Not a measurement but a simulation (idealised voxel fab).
The document below concerns the process module designated voxel gate over fins.
Pictured: cross-section cut, 235 nm wide, on a grid of 5 nm square cells.
When this document writes out a cross-section, it uses a grid of square cells and lists it as bands, beginning at the top and moving down, with a band standing for one or more rows of cells.
It is stipulated that each band's entry specify, in nanometres, the height of the top of the band and then that of its bottom, followed by the materials of the band in left-to-right sequence, each together with its width in nanometres. A single material marked by the word "throughout" is understood to fill the band from edge to edge; the word "empty" is understood to denote empty space.
Where do heights start? At 0: under that level the wafer as delivered is made of one material only. And the lowest band has no floor; it just carries on downward, as in "0 and below".
The expression "30..40" gives the width at the extremes of the band, the first number at its top row of cells and the second at its bottom row, with the width changing by equal amounts from each row to the next in between.
"no alteration" -> step changed no cross-section cell.
You'll see "Trapped void list" listing empty spaces that have no way open to the top, as long as they're 8 cells or more; the notation is width x height at distance, where the distance is from the left edge, and all of it is in nm.
after a step's settings: what the simulator itself notes on the step
"overlay nm" answers the question of how far to the right of plan the mask lay on a step that has a mask, and when it is negative the answer is to the left.
The following list gives the planned process steps:
1) RECEIVE with material Si
2) CONFORMAL_DEP with material SiN, thk nm 10
3) DIRECTIONAL_DEP with material aC, thk nm 15
4) PATTERN with tone cover, mask id FINS, material resist, width nm 15, pitch nm 40, thk nm 35, overlay nm 0
5) DIRECTIONAL_ETCH with etch materials aC, depth nm 15
6) STRIP with etch materials resist
7) DIRECTIONAL_ETCH with etch materials SiN, depth nm 10
8) DIRECTIONAL_ETCH with etch materials Si, depth nm 40
9) STRIP with etch materials aC
10) FILL_DEP with material SiO2, thk nm 5
11) CMP with height nm 10
12) SELECTIVE_ETCH with etch materials SiO2, depth nm 25
13) STRIP with etch materials SiN
14) CONFORMAL_DEP with material HfO2, thk nm 5
15) CONFORMAL_DEP with material TiN, thk nm 5
16) CONFORMAL_DEP with material TiAl, thk nm 5
17) CONFORMAL_DEP with material TiN, thk nm 5
18) FILL_DEP with material W, thk nm 10
19) CMP with height nm 25
20) CONFORMAL_DEP with material SiN, thk nm 10
So this is the incoming wafer in cross-section - it's already been through step 1:
  0 and below  Si throughout
  Trapped void list: none
A wafer at the end: this start, this plan, one mistake:
  35 down to 25  SiN throughout
  25 down to 20  W throughout
  20 down to 15  TiN throughout
  15 down to 10  TiAl throughout
  10 down to 5  TiN throughout
  5 down to 0  HfO2: 95 / TiN: 5 / HfO2: 35 / TiN: 5 / HfO2: 95
  0 down to -10  Si: 90 / HfO2: 5 / TiN: 5 / HfO2: 5 / Si: 25 / HfO2: 5 / TiN: 5 / HfO2: 5 / Si: 90
  -10 down to -15  Si: 90 / HfO2: 15 / Si: 25 / HfO2: 15 / Si: 90
  -15 down to -40  Si: 90 / SiO2: 15 / Si: 25 / SiO2: 15 / Si: 90
  -40 and below  Si throughout
  Trapped void list: none
Nonconformance to the process plan: in deviation from the planned setting, step 4 was conducted as PATTERN with tone open, mask id FINS, material resist, width nm 15, pitch nm 40, thk nm 35, overlay nm 0
